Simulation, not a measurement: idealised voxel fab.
Herein follows the process module entitled voxel transistor to metal.
The cross-section on display is named cut; it measures 285 nm wide, and its cells are 5 nm squares.
Cross-section layout: square cells on a grid; listed as bands, top to bottom; a band spans one or more cell rows. Per band: top height and bottom height in nm, followed by the left-to-right materials and their widths in nm; "edge to edge" marks a single material spanning edge to edge, "air" marks empty space. Heights are expressed relative to 0, this being the level below which the as-received wafer comprises one material exclusively. The lowest band is unbounded in the downward direction and is denoted as in "from 0 down". The notation "30 to 40" denotes a width that varies across the rows of cells in the band, beginning at the first number in the top row, finishing at the second number in the bottom row, and changing by an identical amount from each row to the next. For the purposes of this document, the phrase "identical to before" attached to a step denotes that no cell within the cross-section was modified by that step. "Trapped cavities" enumerates empty spaces isolated from the top, with no open way to it, that contain at least 8 cells, giving each as width x height at distance from the left edge, all three in nm. Post-settings text on a step line: simulator's own remark regarding the step. You can add "overlay nm" to a step's line. For a step with a mask, it describes how far the mask lay to the right of its planned position, and a negative number describes a lay to the left.

## Process steps - plan
- 1: RECEIVE | material Si
- 2: CONFORMAL_DEP | material SiO2 | thk nm 5
- 3: CONFORMAL_DEP | material SiN | thk nm 10
- 4: DIRECTIONAL_DEP | material aC | thk nm 10
- 5: PATTERN | tone cover | mask id ACTIVE | material resist | width nm 90 | pitch nm 115 | thk nm 25 | overlay nm 0
- 6: DIRECTIONAL_ETCH | etch materials aC | depth nm 10
- 7: STRIP | etch materials resist
- 8: DIRECTIONAL_ETCH | etch materials SiN | depth nm 10
- 9: DIRECTIONAL_ETCH | etch materials SiO2 | depth nm 5
- 10: DIRECTIONAL_ETCH | etch materials Si | depth nm 25
- 11: STRIP | etch materials aC
- 12: FILL_DEP | material SiO2 | thk nm 10
- 13: CMP | height nm 15
- 14: SELECTIVE_ETCH | etch materials SiO2 | depth nm 10
- 15: STRIP | etch materials SiN
- 16: SELECTIVE_ETCH | etch materials SiO2 | depth nm 5
- 17: OXIDIZE | depth nm 5
- 18: DIRECTIONAL_DEP | material polySi | thk nm 30
- 19: DIRECTIONAL_DEP | material SiCN | thk nm 15
- 20: PATTERN | tone cover | mask id GATE | material resist | width nm 20 | pitch nm 115 | thk nm 20 | overlay nm 0
- 21: DIRECTIONAL_ETCH | etch materials SiCN | depth nm 25
- 22: DIRECTIONAL_ETCH | etch materials polySi | depth nm 40
- 23: STRIP | etch materials resist
- 24: CONFORMAL_DEP | material SiO2 | thk nm 5
- 25: DIRECTIONAL_ETCH | etch materials SiO2 | depth nm 5
- 26: CONFORMAL_DEP | material SiN | thk nm 5
- 27: DIRECTIONAL_ETCH | etch materials SiN | depth nm 5
- 28: DIRECTIONAL_ETCH | etch materials SiO2 | depth nm 5
- 29: DIRECTIONAL_ETCH | etch materials Si | depth nm 10
- 30: EPI | material SiGe | thk nm 15
- 31: FILL_DEP | material SiO2 | thk nm 5
- 32: CMP | height nm 45
- 33: DIRECTIONAL_DEP | material SiO2 | thk nm 15
- 34: PATTERN | tone open | mask id CONTACT | material resist | width nm 15 | thk nm 20 | overlay nm 0
- 35: DIRECTIONAL_ETCH | etch materials SiO2 | depth nm 60
- 36: STRIP | etch materials resist
- 37: CONFORMAL_DEP | material TiN | thk nm 5
- 38: FILL_DEP | material Ru | thk nm 10
- 39: CMP | height nm 60
- 40: CONFORMAL_DEP | material SiCN | thk nm 5
- 41: DIRECTIONAL_DEP | material lowk | thk nm 15
- 42: PATTERN | tone open | mask id METAL_1 | material resist | width nm 15 | thk nm 15 | overlay nm 0
- 43: DIRECTIONAL_ETCH | etch materials lowk | depth nm 15
- 44: DIRECTIONAL_ETCH | etch materials SiCN | depth nm 5
- 45: STRIP | etch materials resist
- 46: CONFORMAL_DEP | material TiN | thk nm 5
- 47: FILL_DEP | material W | thk nm 5
- 48: CMP | height nm 80
- 49: CONFORMAL_DEP | material SiCN | thk nm 5
- 50: DIRECTIONAL_DEP | material lowk | thk nm 30
- 51: DIRECTIONAL_DEP | material aC | thk nm 15
- 52: PATTERN | tone open | mask id METAL_2 | material resist | width nm 15 | pitch nm 115 | thk nm 30 | overlay nm 0
- 53: DIRECTIONAL_ETCH | etch materials aC | depth nm 15
- 54: STRIP | etch materials resist
- 55: DIRECTIONAL_ETCH | etch materials lowk | depth nm 20
- 56: STRIP | etch materials aC
- 57: PATTERN | tone open | mask id METAL_2_HOLES | material resist | width nm 15 | pitch nm 115 | thk nm 20 | overlay nm 0
- 58: DIRECTIONAL_ETCH | etch materials lowk | depth nm 10
- 59: DIRECTIONAL_ETCH | etch materials SiCN | depth nm 5
- 60: STRIP | etch materials resist
- 61: CONFORMAL_DEP | material TiN | thk nm 5
- 62: FILL_DEP | material Cu | thk nm 5
- 63: CMP | height nm 115
- 64: CONFORMAL_DEP | material SiN | thk nm 5

## As-received wafer cross-section (after step 1)
from 0 down: Si edge to edge
Trapped cavities: none

## The first of two wafers, cross-sectioned at the end of the module, with the run proceeding as planned
from 120 to 115: SiN edge to edge
from 115 to 85: lowk 45, then TiN 5, then Cu 5, then TiN 5, then lowk 100, then TiN 5, then Cu 5, then TiN 5, then lowk 110
from 85 to 80: SiCN 45, then TiN 15, then SiCN 100, then TiN 15, then SiCN 110
from 80 to 65: lowk 45, then TiN 5, then W 5, then TiN 5, then lowk 50, then TiN 5, then W 5, then TiN 5, then lowk 35, then TiN 5, then W 5, then TiN 5, then lowk 50, then TiN 5, then W 5, then TiN 5, then lowk 45
from 65 to 60: SiCN 45, then TiN 15, then SiCN 50, then TiN 15, then SiCN 35, then TiN 15, then SiCN 50, then TiN 15, then SiCN 45
from 60 to 45: SiO2 45, then TiN 5, then Ru 5, then TiN 5, then SiO2 50, then TiN 5, then Ru 5, then TiN 5, then SiO2 35, then TiN 5, then Ru 5, then TiN 5, then SiO2 50, then TiN 5, then Ru 5, then TiN 5, then SiO2 45
from 45 to 30: SiO2 45, then TiN 5, then Ru 5, then TiN 5, then SiO2 5, then SiN 5, then SiO2 5, then SiCN 20, then SiO2 5, then SiN 5, then SiO2 5, then TiN 5, then Ru 5, then TiN 5, then SiO2 35, then TiN 5, then Ru 5, then TiN 5, then SiO2 5, then SiN 5, then SiO2 5, then SiCN 20, then SiO2 5, then SiN 5, then SiO2 5, then TiN 5, then Ru 5, then TiN 5, then SiO2 45
from 30 to 15: SiO2 45, then TiN 5, then Ru 5, then TiN 5, then SiO2 5, then SiN 5, then SiO2 5, then polySi 20, then SiO2 5, then SiN 5, then SiO2 5, then TiN 5, then Ru 5, then TiN 5, then SiO2 35, then TiN 5, then Ru 5, then TiN 5, then SiO2 5, then SiN 5, then SiO2 5, then polySi 20, then SiO2 5, then SiN 5, then SiO2 5, then TiN 5, then Ru 5, then TiN 5, then SiO2 45
from 15 to 10: SiO2 45, then TiN 15, then SiO2 5, then SiN 5, then SiO2 5, then polySi 20, then SiO2 5, then SiN 5, then SiO2 5, then TiN 15, then SiO2 35, then TiN 15, then SiO2 5, then SiN 5, then SiO2 5, then polySi 20, then SiO2 5, then SiN 5, then SiO2 5, then TiN 15, then SiO2 45
from 10 to 0: SiO2 45, then TiN 5, then SiGe 15, then SiN 5, then SiO2 5, then polySi 20, then SiO2 5, then SiN 5, then SiGe 15, then TiN 5, then SiO2 35, then TiN 5, then SiGe 15, then SiN 5, then SiO2 5, then polySi 20, then SiO2 5, then SiN 5, then SiGe 15, then TiN 5, then SiO2 45
from 0 to -5: SiO2 35, then SiGe 30, then SiO2 40, then SiGe 30, then SiO2 15, then SiGe 30, then SiO2 40, then SiGe 30, then SiO2 35
from -5 to -15: SiO2 40, then SiGe 25, then Si 40, then SiGe 25, then SiO2 25, then SiGe 25, then Si 40, then SiGe 25, then SiO2 40
from -15 to -25: SiO2 40, then Si 90, then SiO2 25, then Si 90, then SiO2 40
from -25 down: Si edge to edge
Trapped cavities: none

## Second wafer of the two, sectioned at the end of the module. It began like the first and followed the same plan, but one mistake was made while running it
from 120 to 115: W edge to edge
from 115 to 85: lowk 45, then TiN 5, then Cu 5, then TiN 5, then lowk 100, then TiN 5, then Cu 5, then TiN 5, then lowk 110
from 85 to 80: SiCN 45, then TiN 15, then SiCN 100, then TiN 15, then SiCN 110
from 80 to 65: lowk 45, then TiN 5, then W 5, then TiN 5, then lowk 50, then TiN 5, then W 5, then TiN 5, then lowk 35, then TiN 5, then W 5, then TiN 5, then lowk 50, then TiN 5, then W 5, then TiN 5, then lowk 45
from 65 to 60: SiCN 45, then TiN 15, then SiCN 50, then TiN 15, then SiCN 35, then TiN 15, then SiCN 50, then TiN 15, then SiCN 45
from 60 to 45: SiO2 45, then TiN 5, then Ru 5, then TiN 5, then SiO2 50, then TiN 5, then Ru 5, then TiN 5, then SiO2 35, then TiN 5, then Ru 5, then TiN 5, then SiO2 50, then TiN 5, then Ru 5, then TiN 5, then SiO2 45
from 45 to 30: SiO2 45, then TiN 5, then Ru 5, then TiN 5, then SiO2 5, then SiN 5, then SiO2 5, then SiCN 20, then SiO2 5, then SiN 5, then SiO2 5, then TiN 5, then Ru 5, then TiN 5, then SiO2 35, then TiN 5, then Ru 5, then TiN 5, then SiO2 5, then SiN 5, then SiO2 5, then SiCN 20, then SiO2 5, then SiN 5, then SiO2 5, then TiN 5, then Ru 5, then TiN 5, then SiO2 45
from 30 to 15: SiO2 45, then TiN 5, then Ru 5, then TiN 5, then SiO2 5, then SiN 5, then SiO2 5, then polySi 20, then SiO2 5, then SiN 5, then SiO2 5, then TiN 5, then Ru 5, then TiN 5, then SiO2 35, then TiN 5, then Ru 5, then TiN 5, then SiO2 5, then SiN 5, then SiO2 5, then polySi 20, then SiO2 5, then SiN 5, then SiO2 5, then TiN 5, then Ru 5, then TiN 5, then SiO2 45
from 15 to 10: SiO2 45, then TiN 15, then SiO2 5, then SiN 5, then SiO2 5, then polySi 20, then SiO2 5, then SiN 5, then SiO2 5, then TiN 15, then SiO2 35, then TiN 15, then SiO2 5, then SiN 5, then SiO2 5, then polySi 20, then SiO2 5, then SiN 5, then SiO2 5, then TiN 15, then SiO2 45
from 10 to 0: SiO2 45, then TiN 5, then SiGe 15, then SiN 5, then SiO2 5, then polySi 20, then SiO2 5, then SiN 5, then SiGe 15, then TiN 5, then SiO2 35, then TiN 5, then SiGe 15, then SiN 5, then SiO2 5, then polySi 20, then SiO2 5, then SiN 5, then SiGe 15, then TiN 5, then SiO2 45
from 0 to -5: SiO2 35, then SiGe 30, then SiO2 40, then SiGe 30, then SiO2 15, then SiGe 30, then SiO2 40, then SiGe 30, then SiO2 35
from -5 to -15: SiO2 40, then SiGe 25, then Si 40, then SiGe 25, then SiO2 25, then SiGe 25, then Si 40, then SiGe 25, then SiO2 40
from -15 to -25: SiO2 40, then Si 90, then SiO2 25, then Si 90, then SiO2 40
from -25 down: Si edge to edge
Trapped cavities: none
Short version of what went wrong: step 64, actual vs plan mismatch, actual run CONFORMAL_DEP | material W | thk nm 5
Cell-count delta at end, second wafer over first, by material: SiN: 57 fewer; W: 57 more
